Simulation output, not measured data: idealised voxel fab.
The document below concerns the process module designated voxel fin reveal.
Each square cell in cross-section cut measures 5 nm, and the section as a whole is 185 nm wide.
Reading order for cross-sections: top band down to bottom band. Underlying form: a grid of square cells. Band size: one or more rows of cells.
What a band's entry tells you: where the top is and where the bottom is, as heights in nm, and after that what lies inside, material by material from left to right, each with its width in nm. Empty space is written as the word "air", and a single material marked with the word "edge to edge" occupies the band from edge to edge.
Zero point of the height axis is 0; under it, received wafer = one material. Lowest band: continues down indefinitely, "top 0, no bottom".
The width entry "30..40" should be interpreted row by row: the top row of cells in the band takes the first number, the bottom row takes the second number, and the change between adjacent rows is uniform throughout.
"all unchanged" (step): cross-section cells unchanged, all of them.
What "Trapped void list" gives you is every empty space of 8 cells or more that is cut off from the top. Each appears as width x height at distance, with the distance taken from the left edge and width, height and distance all in nm.
On each step's line, the part that comes after the settings is the simulator's own comment on the step.
"overlay nm" denotes, for a step that has a mask, the displacement of the mask to the right of its planned place, with negative values corresponding to the left.

Here's what the planned process steps look like
step 1: RECEIVE: material Si
step 2: CONFORMAL_DEP: material SiN, thk nm 5
step 3: DIRECTIONAL_DEP: material aC, thk nm 15
step 4: PATTERN: tone cover, mask id FINS, material resist, width nm 15, pitch nm 45, thk nm 35, overlay nm 0
step 5: DIRECTIONAL_ETCH: etch materials aC, depth nm 15
step 6: STRIP: etch materials resist
step 7: DIRECTIONAL_ETCH: etch materials SiN, depth nm 5
step 8: DIRECTIONAL_ETCH: etch materials Si, depth nm 35
step 9: STRIP: etch materials aC
step 10: OXIDIZE: depth nm 5
step 11: FILL_DEP: material SiO2, thk nm 10
step 12: CMP: height nm 5
step 13: SELECTIVE_ETCH: etch materials SiO2, depth nm 20
step 14: STRIP: etch materials SiN
step 15: CONFORMAL_DEP: material SiO2, thk nm 5
Be aware that, although all wafers share a common starting state, the thk nm at step 2 differs among them, and the plan displays the first wafer's value.

As-received cross-section, first of several wafers, post step 1
- top 0, no bottom = Si edge to edge
- Trapped void list: none

Below is a per-wafer table. In it, each row describes the wafer at the end of the module by giving, for each material, the number of cells gained (+) or lost (-) since the wafer was received, and after that the closed voids of the wafer
thk nm 5; -280 Si; +224 SiO2; Trapped void list: none
thk nm 10; +37 SiO2; Trapped void list: none
thk nm 15; +37 SiO2; Trapped void list: none
thk nm 20; +37 SiO2; Trapped void list: none
